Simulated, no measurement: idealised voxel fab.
Presented below is a process module, voxel air gaps.
Cross-sectional view cut (width: 210 nm; square cell size: 5 nm).
Cross-section spec: square-cell grid; bands listed top down; each band is one or more rows.
Top, bottom (nm), then materials left to right with widths (nm); lone material tagged "everywhere" fills the whole band edge to edge; "blank" = empty space.
Note: height 0 marks the level under which the wafer is uniformly one material as received. Lowest band unbounded below, written "z 0 and below".
So if you see something like "30..40" for the width, read it as the top row of the band sitting at the first number and the bottom row at the second, with every row in between moving by the same amount as the last.
Given "remained unchanged" for a step, no cell of the cross-section differs between before and after that step.
Entry "Encapsulated voids". Content: empty spaces with no open connection to the top, size 8 cells or greater. Each: width x height at distance. Distance: from left edge. Unit: nm.
Whatever follows a step's settings on its line is a remark the simulator itself makes about that step.
overlay nm: for a step with a mask, the amount by which the mask lay right of where it was planned; a negative amount means left of it.

LISTED BELOW ARE THE PROCESS STEPS AS PLANNED
| 1 | RECEIVE [material Si] |
| 2 | CONFORMAL_DEP [material SiO2] [thk nm 10] |
| 3 | CONFORMAL_DEP [material SiN] [thk nm 5] |
| 4 | DIRECTIONAL_DEP [material SiO2] [thk nm 30] |
| 5 | PATTERN [tone open] [mask id LINES] [material resist] [width nm 20] [pitch nm 45] [thk nm 20] [overlay nm 0] |
| 6 | DIRECTIONAL_ETCH [etch materials SiO2] [depth nm 30] |
| 7 | STRIP [etch materials resist] |
| 8 | CONFORMAL_DEP [material TiN] [thk nm 5] |
| 9 | FILL_DEP [material Cu] [thk nm 10] |
| 10 | CMP [height nm 45] |
| 11 | EPI [material Ru] [thk nm 10] |
| 12 | SELECTIVE_ETCH [etch materials SiO2] [depth nm 40] |
| 13 | CONFORMAL_DEP [material SiCN] [thk nm 5] |

FIRST WAFER OF TWO (RUN AS PLANNED)

CROSS-SECTION OF THE WAFER AT RECEIPT, WHICH IS THE CONDITION AFTER STEP 1
- z 0 and below  Si everywhere
- Encapsulated voids: none

STEP 2 DONE - WAFER CROSS-SECTION
- z 10 to 0  SiO2 everywhere
- below 0: unchanged

STEP 3 DONE - WAFER CROSS-SECTION
- z 15 to 10  SiN everywhere
- below 10: unchanged

STEP 4 DONE - WAFER CROSS-SECTION
- z 45 to 15  SiO2 everywhere
- below 15: unchanged

STEP 5 DONE - WAFER CROSS-SECTION
- z 65 to 45  resist 25 / blank 20 / resist 25 / blank 20 / resist 25 / blank 20 / resist 25 / blank 20 / resist 30
- below 45: unchanged

STEP 6 DONE - WAFER CROSS-SECTION
- z 65 to 45  resist 25 / blank 20 / resist 25 / blank 20 / resist 25 / blank 20 / resist 25 / blank 20 / resist 30
- z 45 to 15  SiO2 25 / blank 20 / SiO2 25 / blank 20 / SiO2 25 / blank 20 / SiO2 25 / blank 20 / SiO2 30
- below 15: unchanged

STEP 7 DONE - WAFER CROSS-SECTION
- z 45 to 15  SiO2 25 / blank 20 / SiO2 25 / blank 20 / SiO2 25 / blank 20 / SiO2 25 / blank 20 / SiO2 30
- below 15: unchanged

STEP 8 DONE - WAFER CROSS-SECTION
- z 50 to 45  TiN 30 / blank 10 / TiN 35 / blank 10 / TiN 35 / blank 10 / TiN 35 / blank 10 / TiN 35
- z 45 to 20  SiO2 25 / TiN 5 / blank 10 / TiN 5 / SiO2 25 / TiN 5 / blank 10 / TiN 5 / SiO2 25 / TiN 5 / blank 10 / TiN 5 / SiO2 25 / TiN 5 / blank 10 / TiN 5 / SiO2 30
- z 20 to 15  SiO2 25 / TiN 20 / SiO2 25 / TiN 20 / SiO2 25 / TiN 20 / SiO2 25 / TiN 20 / SiO2 30
- below 15: unchanged

STEP 9 DONE - WAFER CROSS-SECTION
- z 60 to 50  Cu everywhere
- z 50 to 45  TiN 30 / Cu 10 / TiN 35 / Cu 10 / TiN 35 / Cu 10 / TiN 35 / Cu 10 / TiN 35
- z 45 to 20  SiO2 25 / TiN 5 / Cu 10 / TiN 5 / SiO2 25 / TiN 5 / Cu 10 / TiN 5 / SiO2 25 / TiN 5 / Cu 10 / TiN 5 / SiO2 25 / TiN 5 / Cu 10 / TiN 5 / SiO2 30
- below 20: unchanged

STEP 10 DONE - WAFER CROSS-SECTION
- z 45 to 20  SiO2 25 / TiN 5 / Cu 10 / TiN 5 / SiO2 25 / TiN 5 / Cu 10 / TiN 5 / SiO2 25 / TiN 5 / Cu 10 / TiN 5 / SiO2 25 / TiN 5 / Cu 10 / TiN 5 / SiO2 30
- below 20: unchanged

STEP 11 DONE - WAFER CROSS-SECTION
- z 55 to 45  blank 15 / Ru 40 / blank 5 / Ru 40 / blank 5 / Ru 40 / blank 5 / Ru 40 / blank 20
- below 45: unchanged

STEP 12 DONE - WAFER CROSS-SECTION
- z 55 to 45  blank 15 / Ru 40 / blank 5 / Ru 40 / blank 5 / Ru 40 / blank 5 / Ru 40 / blank 20
- z 45 to 20  blank 25 / TiN 5 / Cu 10 / TiN 5 / blank 25 / TiN 5 / Cu 10 / TiN 5 / blank 25 / TiN 5 / Cu 10 / TiN 5 / blank 25 / TiN 5 / Cu 10 / TiN 5 / blank 30
- z 20 to 15  blank 25 / TiN 20 / blank 25 / TiN 20 / blank 25 / TiN 20 / blank 25 / TiN 20 / blank 30
- below 15: unchanged

STEP 13 DONE - WAFER CROSS-SECTION
- z 60 to 55  blank 10 / SiCN 185 / blank 15
- z 55 to 45  blank 10 / SiCN 5 / Ru 40 / SiCN 5 / Ru 40 / SiCN 5 / Ru 40 / SiCN 5 / Ru 40 / SiCN 5 / blank 15
- z 45 to 40  blank 10 / SiCN 15 / TiN 5 / Cu 10 / TiN 5 / SiCN 25 / TiN 5 / Cu 10 / TiN 5 / SiCN 25 / TiN 5 / Cu 10 / TiN 5 / SiCN 25 / TiN 5 / Cu 10 / TiN 5 / SiCN 15 / blank 15
- z 40 to 20  blank 20 / SiCN 5 / TiN 5 / Cu 10 / TiN 5 / SiCN 5 / blank 15 / SiCN 5 / TiN 5 / Cu 10 / TiN 5 / SiCN 5 / blank 15 / SiCN 5 / TiN 5 / Cu 10 / TiN 5 / SiCN 5 / blank 15 / SiCN 5 / TiN 5 / Cu 10 / TiN 5 / SiCN 5 / blank 25
- z 20 to 15  SiCN 25 / TiN 20 / SiCN 25 / TiN 20 / SiCN 25 / TiN 20 / SiCN 25 / TiN 20 / SiCN 30
- below 15: unchanged
- Encapsulated voids: 15 x 20 at 50; 15 x 20 at 95; 15 x 20 at 140

WAFER TWO. IDENTICAL START, IDENTICAL PLAN. ONE MISTAKE IN EXECUTION. IDENTICAL HISTORY THROUGH STEP 10

CROSS-SECTION OF THE SECOND WAFER AT THE TIME STEP 11 OF THE PLAN SHOULD HAVE ENDED
- z 50 to 45  blank 20 / Ru 30 / blank 15 / Ru 30 / blank 15 / Ru 30 / blank 15 / Ru 30 / blank 25
- below 45: unchanged

CROSS-SECTION OF THE SECOND WAFER AT THE TIME STEP 12 OF THE PLAN SHOULD HAVE ENDED
- z 50 to 45  blank 20 / Ru 30 / blank 15 / Ru 30 / blank 15 / Ru 30 / blank 15 / Ru 30 / blank 25
- z 45 to 20  blank 25 / TiN 5 / Cu 10 / TiN 5 / blank 25 / TiN 5 / Cu 10 / TiN 5 / blank 25 / TiN 5 / Cu 10 / TiN 5 / blank 25 / TiN 5 / Cu 10 / TiN 5 / blank 30
- z 20 to 15  blank 25 / TiN 20 / blank 25 / TiN 20 / blank 25 / TiN 20 / blank 25 / TiN 20 / blank 30
- below 15: unchanged

CROSS-SECTION OF THE SECOND WAFER AT THE TIME STEP 13 OF THE PLAN SHOULD HAVE ENDED
- z 55 to 50  blank 15 / SiCN 40 / blank 5 / SiCN 40 / blank 5 / SiCN 40 / blank 5 / SiCN 40 / blank 20
- z 50 to 45  blank 15 / SiCN 5 / Ru 30 / SiCN 5 / blank 5 / SiCN 5 / Ru 30 / SiCN 5 / blank 5 / SiCN 5 / Ru 30 / SiCN 5 / blank 5 / SiCN 5 / Ru 30 / SiCN 5 / blank 20
- z 45 to 40  blank 15 / SiCN 10 / TiN 5 / Cu 10 / TiN 5 / SiCN 10 / blank 5 / SiCN 10 / TiN 5 / Cu 10 / TiN 5 / SiCN 10 / blank 5 / SiCN 10 / TiN 5 / Cu 10 / TiN 5 / SiCN 10 / blank 5 / SiCN 10 / TiN 5 / Cu 10 / TiN 5 / SiCN 10 / blank 20
- z 40 to 20  blank 20 / SiCN 5 / TiN 5 / Cu 10 / TiN 5 / SiCN 5 / blank 15 / SiCN 5 / TiN 5 / Cu 10 / TiN 5 / SiCN 5 / blank 15 / SiCN 5 / TiN 5 / Cu 10 / TiN 5 / SiCN 5 / blank 15 / SiCN 5 / TiN 5 / Cu 10 / TiN 5 / SiCN 5 / blank 25
- z 20 to 15  SiCN 25 / TiN 20 / SiCN 25 / TiN 20 / SiCN 25 / TiN 20 / SiCN 25 / TiN 20 / SiCN 30
- below 15: unchanged
Where did the run depart from the plan? step 11: run off-plan, actual operation and settings EPI [material Ru] [thk nm 5]
Looking at both finished wafers in cells, the second ends up ahead of or behind the first on some materials: -40 Ru; -12 SiCN
Ultimately, the number of closed voids is 3 in the first wafer and 0 in the second wafer.
